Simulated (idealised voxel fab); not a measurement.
process module | voxel wiring stack
cross-section cut | 280 nm wide | cells 5 nm
A cross-section is a grid of square cells, given in bands from the top down. A band is one or more rows of cells.
Each band's line starts with the height of the band's top and of its bottom, in nm. Then come its materials from left to right, each with its width in nm. One material with "throughout" fills the band from edge to edge. "air" is empty space.
Height 0 is the level under which the wafer as received is all one material. The lowest band goes on downwards, as in "0 down".
A width such as "30 to 40" changes by the same amount from each row of cells to the next, from the band's top row to its bottom row.
"no change" after a step means that no cell of the cross-section changed.
closed voids: empty space of 8 cells or more with no open way to the top, each as width x height at its distance from the left edge, in nm
after a step's settings: what the simulator itself notes on the step
overlay nm, on a step with a mask: how far to the right of its planned place the mask lay; to the left if negative
plan
1 op RECEIVE | material Si
2 op CONFORMAL_DEP | material SiO2 | thk nm 10
3 op CONFORMAL_DEP | material SiN | thk nm 5
4 op DIRECTIONAL_DEP | material lowk | thk nm 15
5 op PATTERN | tone open | mask id METAL_1 | material resist | width nm 20 | pitch nm 35 | thk nm 15 | overlay nm 0
6 op DIRECTIONAL_ETCH | etch materials lowk | depth nm 15
7 op DIRECTIONAL_ETCH | etch materials SiN | depth nm 5
8 op STRIP | etch materials resist
9 op CONFORMAL_DEP | material TiN | thk nm 5
10 op FILL_DEP | material Ru | thk nm 5
11 op CMP | height nm 30
12 op CONFORMAL_DEP | material SiCN | thk nm 5
13 op DIRECTIONAL_DEP | material lowk | thk nm 30
14 op PATTERN | tone open | mask id METAL_2_HOLES | material resist | width nm 15 | pitch nm 35 | thk nm 20 | overlay nm 0
15 op DIRECTIONAL_ETCH | etch materials lowk | depth nm 30
16 op STRIP | etch materials resist
17 op DIRECTIONAL_DEP | material aC | thk nm 10
18 op PATTERN | tone open | mask id METAL_2 | material resist | width nm 20 | pitch nm 35 | thk nm 30 | overlay nm 0
19 op DIRECTIONAL_ETCH | etch materials aC | depth nm 10
20 op STRIP | etch materials resist
21 op DIRECTIONAL_ETCH | etch materials lowk | depth nm 20
22 op DIRECTIONAL_ETCH | etch materials SiCN | depth nm 5
23 op STRIP | etch materials aC
24 op CONFORMAL_DEP | material TiN | thk nm 5
25 op FILL_DEP | material Cu | thk nm 10
26 op CMP | height nm 65
27 op CONFORMAL_DEP | material SiCN | thk nm 5
28 op DIRECTIONAL_DEP | material SiO2 | thk nm 15
29 op MASKED_ETCH | tone open | mask id PLUG_2 | width nm 15 | pitch nm 35 | etch materials SiO2 | depth nm 15 | overlay nm 0
30 op MASKED_ETCH | tone open | mask id PLUG_2 | width nm 15 | pitch nm 35 | etch materials SiCN | depth nm 5 | overlay nm 0
31 op CONFORMAL_DEP | material TiN | thk nm 5
32 op FILL_DEP | material W | thk nm 5
33 op CMP | height nm 85
34 op CONFORMAL_DEP | material SiN | thk nm 5
35 op DIRECTIONAL_DEP | material SiO2 | thk nm 15
36 op MASKED_ETCH | tone open | mask id METAL_3 | width nm 20 | pitch nm 35 | etch materials SiO2 | depth nm 15 | overlay nm 0
37 op MASKED_ETCH | tone open | mask id METAL_3 | width nm 20 | pitch nm 35 | etch materials SiN | depth nm 5 | overlay nm 0
38 op CONFORMAL_DEP | material TiN | thk nm 5
39 op FILL_DEP | material Ru | thk nm 10
40 op CMP | height nm 105
41 op CONFORMAL_DEP | material SiCN | thk nm 5
42 op DIRECTIONAL_DEP | material lowk | thk nm 30
43 op MASKED_ETCH | tone open | mask id METAL_4 | width nm 20 | pitch nm 35 | etch materials lowk | depth nm 15 | overlay nm 0
44 op MASKED_ETCH | tone open | mask id METAL_4_HOLES | width nm 15 | pitch nm 70 | etch materials lowk | depth nm 15 | overlay nm 0
45 op MASKED_ETCH | tone open | mask id METAL_4_HOLES | width nm 15 | pitch nm 70 | etch materials SiCN | depth nm 5 | overlay nm 0
46 op CONFORMAL_DEP | material TiN | thk nm 5
47 op FILL_DEP | material Ru | thk nm 5
48 op CMP | height nm 140
49 op CONFORMAL_DEP | material SiN | thk nm 5
first wafer, as planned
as received, after step 1
  0 down: Si throughout
  closed voids: none
after step 2
  10 to 0: SiO2 throughout
  below 0: unchanged
after step 3
  15 to 10: SiN throughout
  below 10: unchanged
after step 4
  30 to 15: lowk throughout
  below 15: unchanged
after step 5
  45 to 30: resist 95 | air 20 | resist 15 | air 20 | resist 15 | air 20 | resist 95
  below 30: unchanged
after step 6
  45 to 30: resist 95 | air 20 | resist 15 | air 20 | resist 15 | air 20 | resist 95
  30 to 15: lowk 95 | air 20 | lowk 15 | air 20 | lowk 15 | air 20 | lowk 95
  below 15: unchanged
after step 7
  45 to 30: resist 95 | air 20 | resist 15 | air 20 | resist 15 | air 20 | resist 95
  30 to 15: lowk 95 | air 20 | lowk 15 | air 20 | lowk 15 | air 20 | lowk 95
  15 to 10: SiN 95 | air 20 | SiN 15 | air 20 | SiN 15 | air 20 | SiN 95
  below 10: unchanged
after step 8
  30 to 15: lowk 95 | air 20 | lowk 15 | air 20 | lowk 15 | air 20 | lowk 95
  below 15: unchanged
after step 9
  35 to 30: TiN 100 | air 10 | TiN 25 | air 10 | TiN 25 | air 10 | TiN 100
  30 to 15: lowk 95 | TiN 5 | air 10 | TiN 5 | lowk 15 | TiN 5 | air 10 | TiN 5 | lowk 15 | TiN 5 | air 10 | TiN 5 | lowk 95
  15 to 10: SiN 95 | TiN 20 | SiN 15 | TiN 20 | SiN 15 | TiN 20 | SiN 95
  below 10: unchanged
after step 10
  40 to 35: Ru throughout
  35 to 30: TiN 100 | Ru 10 | TiN 25 | Ru 10 | TiN 25 | Ru 10 | TiN 100
  30 to 15: lowk 95 | TiN 5 | Ru 10 | TiN 5 | lowk 15 | TiN 5 | Ru 10 | TiN 5 | lowk 15 | TiN 5 | Ru 10 | TiN 5 | lowk 95
  below 15: unchanged
after step 11
  30 to 15: lowk 95 | TiN 5 | Ru 10 | TiN 5 | lowk 15 | TiN 5 | Ru 10 | TiN 5 | lowk 15 | TiN 5 | Ru 10 | TiN 5 | lowk 95
  below 15: unchanged
after step 12
  35 to 30: SiCN throughout
  below 30: unchanged
after step 13
  65 to 35: lowk throughout
  below 35: unchanged
after step 14
  85 to 65: resist 95 | air 15 | resist 20 | air 15 | resist 20 | air 15 | resist 100
  below 65: unchanged
after step 15
  85 to 65: resist 95 | air 15 | resist 20 | air 15 | resist 20 | air 15 | resist 100
  65 to 35: lowk 95 | air 15 | lowk 20 | air 15 | lowk 20 | air 15 | lowk 100
  below 35: unchanged
after step 16
  65 to 35: lowk 95 | air 15 | lowk 20 | air 15 | lowk 20 | air 15 | lowk 100
  below 35: unchanged
after step 17
  75 to 65: aC 95 | air 15 | aC 20 | air 15 | aC 20 | air 15 | aC 100
  65 to 45: lowk 95 | air 15 | lowk 20 | air 15 | lowk 20 | air 15 | lowk 100
  45 to 35: lowk 95 | aC 15 | lowk 20 | aC 15 | lowk 20 | aC 15 | lowk 100
  below 35: unchanged
after step 18
  105 to 75: resist 95 | air 20 | resist 15 | air 20 | resist 15 | air 20 | resist 95
  below 75: unchanged
after step 19
  95 to 75: resist 95 | air 20 | resist 15 | air 20 | resist 15 | air 20 | resist 95
  75 to 65: aC 95 | air 20 | aC 15 | air 20 | aC 15 | air 20 | aC 95
  65 to 35: lowk 95 | air 15 | lowk 20 | air 15 | lowk 20 | air 15 | lowk 100
  below 35: unchanged
after step 20
  75 to 65: aC 95 | air 20 | aC 15 | air 20 | aC 15 | air 20 | aC 95
  below 65: unchanged
after step 21
  75 to 65: aC 95 | air 20 | aC 15 | air 20 | aC 15 | air 20 | aC 95
  65 to 45: lowk 95 | air 20 | lowk 15 | air 20 | lowk 15 | air 20 | lowk 95
  below 45: unchanged
after step 22
  75 to 65: aC 95 | air 20 | aC 15 | air 20 | aC 15 | air 20 | aC 95
  65 to 45: lowk 95 | air 20 | lowk 15 | air 20 | lowk 15 | air 20 | lowk 95
  45 to 35: lowk 95 | air 15 | lowk 20 | air 15 | lowk 20 | air 15 | lowk 100
  35 to 30: SiCN 95 | air 15 | SiCN 20 | air 15 | SiCN 20 | air 15 | SiCN 100
  below 30: unchanged
after step 23
  65 to 45: lowk 95 | air 20 | lowk 15 | air 20 | lowk 15 | air 20 | lowk 95
  below 45: unchanged
after step 24
  70 to 65: TiN 100 | air 10 | TiN 25 | air 10 | TiN 25 | air 10 | TiN 100
  65 to 50: lowk 95 | TiN 5 | air 10 | TiN 5 | lowk 15 | TiN 5 | air 10 | TiN 5 | lowk 15 | TiN 5 | air 10 | TiN 5 | lowk 95
  50 to 45: lowk 95 | TiN 5 | air 5 | TiN 10 | lowk 15 | TiN 5 | air 5 | TiN 10 | lowk 15 | TiN 5 | air 5 | TiN 10 | lowk 95
  45 to 35: lowk 95 | TiN 5 | air 5 | TiN 5 | lowk 20 | TiN 5 | air 5 | TiN 5 | lowk 20 | TiN 5 | air 5 | TiN 5 | lowk 100
  35 to 30: SiCN 95 | TiN 15 | SiCN 20 | TiN 15 | SiCN 20 | TiN 15 | SiCN 100
  below 30: unchanged
after step 25
  80 to 70: Cu throughout
  70 to 65: TiN 100 | Cu 10 | TiN 25 | Cu 10 | TiN 25 | Cu 10 | TiN 100
  65 to 50: lowk 95 | TiN 5 | Cu 10 | TiN 5 | lowk 15 | TiN 5 | Cu 10 | TiN 5 | lowk 15 | TiN 5 | Cu 10 | TiN 5 | lowk 95
  50 to 45: lowk 95 | TiN 5 | Cu 5 | TiN 10 | lowk 15 | TiN 5 | Cu 5 | TiN 10 | lowk 15 | TiN 5 | Cu 5 | TiN 10 | lowk 95
  45 to 35: lowk 95 | TiN 5 | Cu 5 | TiN 5 | lowk 20 | TiN 5 | Cu 5 | TiN 5 | lowk 20 | TiN 5 | Cu 5 | TiN 5 | lowk 100
  below 35: unchanged
after step 26
  65 to 50: lowk 95 | TiN 5 | Cu 10 | TiN 5 | lowk 15 | TiN 5 | Cu 10 | TiN 5 | lowk 15 | TiN 5 | Cu 10 | TiN 5 | lowk 95
  below 50: unchanged
after step 27
  70 to 65: SiCN throughout
  below 65: unchanged
after step 28
  85 to 70: SiO2 throughout
  below 70: unchanged
after step 29
  85 to 70: SiO2 95 | air 15 | SiO2 20 | air 15 | SiO2 20 | air 15 | SiO2 100
  below 70: unchanged
after step 30
  85 to 70: SiO2 95 | air 15 | SiO2 20 | air 15 | SiO2 20 | air 15 | SiO2 100
  70 to 65: SiCN 95 | air 15 | SiCN 20 | air 15 | SiCN 20 | air 15 | SiCN 100
  below 65: unchanged
after step 31
  90 to 85: TiN 100 | air 5 | TiN 30 | air 5 | TiN 30 | air 5 | TiN 105
  85 to 70: SiO2 95 | TiN 5 | air 5 | TiN 5 | SiO2 20 | TiN 5 | air 5 | TiN 5 | SiO2 20 | TiN 5 | air 5 | TiN 5 | SiO2 100
  70 to 65: SiCN 95 | TiN 15 | SiCN 20 | TiN 15 | SiCN 20 | TiN 15 | SiCN 100
  below 65: unchanged
after step 32
  95 to 90: W throughout
  90 to 85: TiN 100 | W 5 | TiN 30 | W 5 | TiN 30 | W 5 | TiN 105
  85 to 70: SiO2 95 | TiN 5 | W 5 | TiN 5 | SiO2 20 | TiN 5 | W 5 | TiN 5 | SiO2 20 | TiN 5 | W 5 | TiN 5 | SiO2 100
  below 70: unchanged
after step 33
  85 to 70: SiO2 95 | TiN 5 | W 5 | TiN 5 | SiO2 20 | TiN 5 | W 5 | TiN 5 | SiO2 20 | TiN 5 | W 5 | TiN 5 | SiO2 100
  below 70: unchanged
after step 34
  90 to 85: SiN throughout
  below 85: unchanged
after step 35
  105 to 90: SiO2 throughout
  below 90: unchanged
after step 36
  105 to 90: SiO2 95 | air 20 | SiO2 15 | air 20 | SiO2 15 | air 20 | SiO2 95
  below 90: unchanged
after step 37
  105 to 90: SiO2 95 | air 20 | SiO2 15 | air 20 | SiO2 15 | air 20 | SiO2 95
  90 to 85: SiN 95 | air 20 | SiN 15 | air 20 | SiN 15 | air 20 | SiN 95
  below 85: unchanged
after step 38
  110 to 105: TiN 100 | air 10 | TiN 25 | air 10 | TiN 25 | air 10 | TiN 100
  105 to 90: SiO2 95 | TiN 5 | air 10 | TiN 5 | SiO2 15 | TiN 5 | air 10 | TiN 5 | SiO2 15 | TiN 5 | air 10 | TiN 5 | SiO2 95
  90 to 85: SiN 95 | TiN 20 | SiN 15 | TiN 20 | SiN 15 | TiN 20 | SiN 95
  below 85: unchanged
after step 39
  120 to 110: Ru throughout
  110 to 105: TiN 100 | Ru 10 | TiN 25 | Ru 10 | TiN 25 | Ru 10 | TiN 100
  105 to 90: SiO2 95 | TiN 5 | Ru 10 | TiN 5 | SiO2 15 | TiN 5 | Ru 10 | TiN 5 | SiO2 15 | TiN 5 | Ru 10 | TiN 5 | SiO2 95
  below 90: unchanged
after step 40
  105 to 90: SiO2 95 | TiN 5 | Ru 10 | TiN 5 | SiO2 15 | TiN 5 | Ru 10 | TiN 5 | SiO2 15 | TiN 5 | Ru 10 | TiN 5 | SiO2 95
  below 90: unchanged
after step 41
  110 to 105: SiCN throughout
  below 105: unchanged
after step 42
  140 to 110: lowk throughout
  below 110: unchanged
after step 43
  140 to 125: lowk 95 | air 20 | lowk 15 | air 20 | lowk 15 | air 20 | lowk 95
  below 125: unchanged
after step 44
  140 to 125: lowk 95 | air 20 | lowk 15 | air 20 | lowk 15 | air 20 | lowk 95
  125 to 110: lowk 95 | air 15 | lowk 55 | air 15 | lowk 100
  below 110: unchanged
after step 45
  140 to 125: lowk 95 | air 20 | lowk 15 | air 20 | lowk 15 | air 20 | lowk 95
  125 to 110: lowk 95 | air 15 | lowk 55 | air 15 | lowk 100
  110 to 105: SiCN 95 | air 15 | SiCN 55 | air 15 | SiCN 100
  below 105: unchanged
after step 46
  145 to 140: TiN 100 | air 10 | TiN 25 | air 10 | TiN 25 | air 10 | TiN 100
  140 to 130: lowk 95 | TiN 5 | air 10 | TiN 5 | lowk 15 | TiN 5 | air 10 | TiN 5 | lowk 15 | TiN 5 | air 10 | TiN 5 | lowk 95
  130 to 125: lowk 95 | TiN 5 | air 5 | TiN 10 | lowk 15 | TiN 20 | lowk 15 | TiN 5 | air 5 | TiN 10 | lowk 95
  125 to 110: lowk 95 | TiN 5 | air 5 | TiN 5 | lowk 55 | TiN 5 | air 5 | TiN 5 | lowk 100
  110 to 105: SiCN 95 | TiN 15 | SiCN 55 | TiN 15 | SiCN 100
  below 105: unchanged
after step 47
  150 to 145: Ru throughout
  145 to 140: TiN 100 | Ru 10 | TiN 25 | Ru 10 | TiN 25 | Ru 10 | TiN 100
  140 to 130: lowk 95 | TiN 5 | Ru 10 | TiN 5 | lowk 15 | TiN 5 | Ru 10 | TiN 5 | lowk 15 | TiN 5 | Ru 10 | TiN 5 | lowk 95
  130 to 125: lowk 95 | TiN 5 | Ru 5 | TiN 10 | lowk 15 | TiN 20 | lowk 15 | TiN 5 | Ru 5 | TiN 10 | lowk 95
  125 to 110: lowk 95 | TiN 5 | Ru 5 | TiN 5 | lowk 55 | TiN 5 | Ru 5 | TiN 5 | lowk 100
  below 110: unchanged
after step 48
  140 to 130: lowk 95 | TiN 5 | Ru 10 | TiN 5 | lowk 15 | TiN 5 | Ru 10 | TiN 5 | lowk 15 | TiN 5 | Ru 10 | TiN 5 | lowk 95
  below 130: unchanged
after step 49
  145 to 140: SiN throughout
  below 140: unchanged
second wafer: like start, like plan, one mistake. Through step 4 it matches the first wafer
when step 5 should have ended
  45 to 30: resist 90 | air 20 | resist 15 | air 20 | resist 15 | air 20 | resist 100
  below 30: unchanged
when step 6 should have ended
  45 to 30: resist 90 | air 20 | resist 15 | air 20 | resist 15 | air 20 | resist 100
  30 to 15: lowk 90 | air 20 | lowk 15 | air 20 | lowk 15 | air 20 | lowk 100
  below 15: unchanged
when step 7 should have ended
  45 to 30: resist 90 | air 20 | resist 15 | air 20 | resist 15 | air 20 | resist 100
  30 to 15: lowk 90 | air 20 | lowk 15 | air 20 | lowk 15 | air 20 | lowk 100
  15 to 10: SiN 90 | air 20 | SiN 15 | air 20 | SiN 15 | air 20 | SiN 100
  below 10: unchanged
when step 8 should have ended
  30 to 15: lowk 90 | air 20 | lowk 15 | air 20 | lowk 15 | air 20 | lowk 100
  below 15: unchanged
when step 9 should have ended
  35 to 30: TiN 95 | air 10 | TiN 25 | air 10 | TiN 25 | air 10 | TiN 105
  30 to 15: lowk 90 | TiN 5 | air 10 | TiN 5 | lowk 15 | TiN 5 | air 10 | TiN 5 | lowk 15 | TiN 5 | air 10 | TiN 5 | lowk 100
  15 to 10: SiN 90 | TiN 20 | SiN 15 | TiN 20 | SiN 15 | TiN 20 | SiN 100
  below 10: unchanged
when step 10 should have ended
  40 to 35: Ru throughout
  35 to 30: TiN 95 | Ru 10 | TiN 25 | Ru 10 | TiN 25 | Ru 10 | TiN 105
  30 to 15: lowk 90 | TiN 5 | Ru 10 | TiN 5 | lowk 15 | TiN 5 | Ru 10 | TiN 5 | lowk 15 | TiN 5 | Ru 10 | TiN 5 | lowk 100
  below 15: unchanged
when step 11 should have ended
  30 to 15: lowk 90 | TiN 5 | Ru 10 | TiN 5 | lowk 15 | TiN 5 | Ru 10 | TiN 5 | lowk 15 | TiN 5 | Ru 10 | TiN 5 | lowk 100
  below 15: unchanged
when step 12 should have ended
  35 to 30: SiCN throughout
  below 30: unchanged
when step 13 should have ended
  65 to 35: lowk throughout
  below 35: unchanged
when step 14 should have ended
  85 to 65: resist 95 | air 15 | resist 20 | air 15 | resist 20 | air 15 | resist 100
  below 65: unchanged
when step 15 should have ended
  85 to 65: resist 95 | air 15 | resist 20 | air 15 | resist 20 | air 15 | resist 100
  65 to 35: lowk 95 | air 15 | lowk 20 | air 15 | lowk 20 | air 15 | lowk 100
  below 35: unchanged
when step 16 should have ended
  65 to 35: lowk 95 | air 15 | lowk 20 | air 15 | lowk 20 | air 15 | lowk 100
  below 35: unchanged
when step 17 should have ended
  75 to 65: aC 95 | air 15 | aC 20 | air 15 | aC 20 | air 15 | aC 100
  65 to 45: lowk 95 | air 15 | lowk 20 | air 15 | lowk 20 | air 15 | lowk 100
  45 to 35: lowk 95 | aC 15 | lowk 20 | aC 15 | lowk 20 | aC 15 | lowk 100
  below 35: unchanged
when step 18 should have ended
  105 to 75: resist 95 | air 20 | resist 15 | air 20 | resist 15 | air 20 | resist 95
  below 75: unchanged
when step 19 should have ended
  95 to 75: resist 95 | air 20 | resist 15 | air 20 | resist 15 | air 20 | resist 95
  75 to 65: aC 95 | air 20 | aC 15 | air 20 | aC 15 | air 20 | aC 95
  65 to 35: lowk 95 | air 15 | lowk 20 | air 15 | lowk 20 | air 15 | lowk 100
  below 35: unchanged
when step 20 should have ended
  75 to 65: aC 95 | air 20 | aC 15 | air 20 | aC 15 | air 20 | aC 95
  below 65: unchanged
when step 21 should have ended
  75 to 65: aC 95 | air 20 | aC 15 | air 20 | aC 15 | air 20 | aC 95
  65 to 45: lowk 95 | air 20 | lowk 15 | air 20 | lowk 15 | air 20 | lowk 95
  below 45: unchanged
when step 22 should have ended
  75 to 65: aC 95 | air 20 | aC 15 | air 20 | aC 15 | air 20 | aC 95
  65 to 45: lowk 95 | air 20 | lowk 15 | air 20 | lowk 15 | air 20 | lowk 95
  45 to 35: lowk 95 | air 15 | lowk 20 | air 15 | lowk 20 | air 15 | lowk 100
  35 to 30: SiCN 95 | air 15 | SiCN 20 | air 15 | SiCN 20 | air 15 | SiCN 100
  below 30: unchanged
when step 23 should have ended
  65 to 45: lowk 95 | air 20 | lowk 15 | air 20 | lowk 15 | air 20 | lowk 95
  below 45: unchanged
when step 24 should have ended
  70 to 65: TiN 100 | air 10 | TiN 25 | air 10 | TiN 25 | air 10 | TiN 100
  65 to 50: lowk 95 | TiN 5 | air 10 | TiN 5 | lowk 15 | TiN 5 | air 10 | TiN 5 | lowk 15 | TiN 5 | air 10 | TiN 5 | lowk 95
  50 to 45: lowk 95 | TiN 5 | air 5 | TiN 10 | lowk 15 | TiN 5 | air 5 | TiN 10 | lowk 15 | TiN 5 | air 5 | TiN 10 | lowk 95
  45 to 35: lowk 95 | TiN 5 | air 5 | TiN 5 | lowk 20 | TiN 5 | air 5 | TiN 5 | lowk 20 | TiN 5 | air 5 | TiN 5 | lowk 100
  35 to 30: SiCN 95 | TiN 15 | SiCN 20 | TiN 15 | SiCN 20 | TiN 15 | SiCN 100
  below 30: unchanged
when step 25 should have ended
  80 to 70: Cu throughout
  70 to 65: TiN 100 | Cu 10 | TiN 25 | Cu 10 | TiN 25 | Cu 10 | TiN 100
  65 to 50: lowk 95 | TiN 5 | Cu 10 | TiN 5 | lowk 15 | TiN 5 | Cu 10 | TiN 5 | lowk 15 | TiN 5 | Cu 10 | TiN 5 | lowk 95
  50 to 45: lowk 95 | TiN 5 | Cu 5 | TiN 10 | lowk 15 | TiN 5 | Cu 5 | TiN 10 | lowk 15 | TiN 5 | Cu 5 | TiN 10 | lowk 95
  45 to 35: lowk 95 | TiN 5 | Cu 5 | TiN 5 | lowk 20 | TiN 5 | Cu 5 | TiN 5 | lowk 20 | TiN 5 | Cu 5 | TiN 5 | lowk 100
  below 35: unchanged
when step 26 should have ended
  65 to 50: lowk 95 | TiN 5 | Cu 10 | TiN 5 | lowk 15 | TiN 5 | Cu 10 | TiN 5 | lowk 15 | TiN 5 | Cu 10 | TiN 5 | lowk 95
  below 50: unchanged
when step 27 should have ended
  70 to 65: SiCN throughout
  below 65: unchanged
when step 28 should have ended
  85 to 70: SiO2 throughout
  below 70: unchanged
when step 29 should have ended
  85 to 70: SiO2 95 | air 15 | SiO2 20 | air 15 | SiO2 20 | air 15 | SiO2 100
  below 70: unchanged
when step 30 should have ended
  85 to 70: SiO2 95 | air 15 | SiO2 20 | air 15 | SiO2 20 | air 15 | SiO2 100
  70 to 65: SiCN 95 | air 15 | SiCN 20 | air 15 | SiCN 20 | air 15 | SiCN 100
  below 65: unchanged
when step 31 should have ended
  90 to 85: TiN 100 | air 5 | TiN 30 | air 5 | TiN 30 | air 5 | TiN 105
  85 to 70: SiO2 95 | TiN 5 | air 5 | TiN 5 | SiO2 20 | TiN 5 | air 5 | TiN 5 | SiO2 20 | TiN 5 | air 5 | TiN 5 | SiO2 100
  70 to 65: SiCN 95 | TiN 15 | SiCN 20 | TiN 15 | SiCN 20 | TiN 15 | SiCN 100
  below 65: unchanged
when step 32 should have ended
  95 to 90: W throughout
  90 to 85: TiN 100 | W 5 | TiN 30 | W 5 | TiN 30 | W 5 | TiN 105
  85 to 70: SiO2 95 | TiN 5 | W 5 | TiN 5 | SiO2 20 | TiN 5 | W 5 | TiN 5 | SiO2 20 | TiN 5 | W 5 | TiN 5 | SiO2 100
  below 70: unchanged
when step 33 should have ended
  85 to 70: SiO2 95 | TiN 5 | W 5 | TiN 5 | SiO2 20 | TiN 5 | W 5 | TiN 5 | SiO2 20 | TiN 5 | W 5 | TiN 5 | SiO2 100
  below 70: unchanged
when step 34 should have ended
  90 to 85: SiN throughout
  below 85: unchanged
when step 35 should have ended
  105 to 90: SiO2 throughout
  below 90: unchanged
when step 36 should have ended
  105 to 90: SiO2 95 | air 20 | SiO2 15 | air 20 | SiO2 15 | air 20 | SiO2 95
  below 90: unchanged
when step 37 should have ended
  105 to 90: SiO2 95 | air 20 | SiO2 15 | air 20 | SiO2 15 | air 20 | SiO2 95
  90 to 85: SiN 95 | air 20 | SiN 15 | air 20 | SiN 15 | air 20 | SiN 95
  below 85: unchanged
when step 38 should have ended
  110 to 105: TiN 100 | air 10 | TiN 25 | air 10 | TiN 25 | air 10 | TiN 100
  105 to 90: SiO2 95 | TiN 5 | air 10 | TiN 5 | SiO2 15 | TiN 5 | air 10 | TiN 5 | SiO2 15 | TiN 5 | air 10 | TiN 5 | SiO2 95
  90 to 85: SiN 95 | TiN 20 | SiN 15 | TiN 20 | SiN 15 | TiN 20 | SiN 95
  below 85: unchanged
when step 39 should have ended
  120 to 110: Ru throughout
  110 to 105: TiN 100 | Ru 10 | TiN 25 | Ru 10 | TiN 25 | Ru 10 | TiN 100
  105 to 90: SiO2 95 | TiN 5 | Ru 10 | TiN 5 | SiO2 15 | TiN 5 | Ru 10 | TiN 5 | SiO2 15 | TiN 5 | Ru 10 | TiN 5 | SiO2 95
  below 90: unchanged
when step 40 should have ended
  105 to 90: SiO2 95 | TiN 5 | Ru 10 | TiN 5 | SiO2 15 | TiN 5 | Ru 10 | TiN 5 | SiO2 15 | TiN 5 | Ru 10 | TiN 5 | SiO2 95
  below 90: unchanged
when step 41 should have ended
  110 to 105: SiCN throughout
  below 105: unchanged
when step 42 should have ended
  140 to 110: lowk throughout
  below 110: unchanged
when step 43 should have ended
  140 to 125: lowk 95 | air 20 | lowk 15 | air 20 | lowk 15 | air 20 | lowk 95
  below 125: unchanged
when step 44 should have ended
  140 to 125: lowk 95 | air 20 | lowk 15 | air 20 | lowk 15 | air 20 | lowk 95
  125 to 110: lowk 95 | air 15 | lowk 55 | air 15 | lowk 100
  below 110: unchanged
when step 45 should have ended
  140 to 125: lowk 95 | air 20 | lowk 15 | air 20 | lowk 15 | air 20 | lowk 95
  125 to 110: lowk 95 | air 15 | lowk 55 | air 15 | lowk 100
  110 to 105: SiCN 95 | air 15 | SiCN 55 | air 15 | SiCN 100
  below 105: unchanged
when step 46 should have ended
  145 to 140: TiN 100 | air 10 | TiN 25 | air 10 | TiN 25 | air 10 | TiN 100
  140 to 130: lowk 95 | TiN 5 | air 10 | TiN 5 | lowk 15 | TiN 5 | air 10 | TiN 5 | lowk 15 | TiN 5 | air 10 | TiN 5 | lowk 95
  130 to 125: lowk 95 | TiN 5 | air 5 | TiN 10 | lowk 15 | TiN 20 | lowk 15 | TiN 5 | air 5 | TiN 10 | lowk 95
  125 to 110: lowk 95 | TiN 5 | air 5 | TiN 5 | lowk 55 | TiN 5 | air 5 | TiN 5 | lowk 100
  110 to 105: SiCN 95 | TiN 15 | SiCN 55 | TiN 15 | SiCN 100
  below 105: unchanged
when step 47 should have ended
  150 to 145: Ru throughout
  145 to 140: TiN 100 | Ru 10 | TiN 25 | Ru 10 | TiN 25 | Ru 10 | TiN 100
  140 to 130: lowk 95 | TiN 5 | Ru 10 | TiN 5 | lowk 15 | TiN 5 | Ru 10 | TiN 5 | lowk 15 | TiN 5 | Ru 10 | TiN 5 | lowk 95
  130 to 125: lowk 95 | TiN 5 | Ru 5 | TiN 10 | lowk 15 | TiN 20 | lowk 15 | TiN 5 | Ru 5 | TiN 10 | lowk 95
  125 to 110: lowk 95 | TiN 5 | Ru 5 | TiN 5 | lowk 55 | TiN 5 | Ru 5 | TiN 5 | lowk 100
  below 110: unchanged
when step 48 should have ended
  140 to 130: lowk 95 | TiN 5 | Ru 10 | TiN 5 | lowk 15 | TiN 5 | Ru 10 | TiN 5 | lowk 15 | TiN 5 | Ru 10 | TiN 5 | lowk 95
  below 130: unchanged
when step 49 should have ended
  145 to 140: SiN throughout
  below 140: unchanged
what went wrong: step 5 ran as: op PATTERN | tone open | mask id METAL_1 | material resist | width nm 20 | pitch nm 35 | thk nm 15 | overlay nm -5
at the end the second wafer has, in cells: as many of each material as the first, in other places
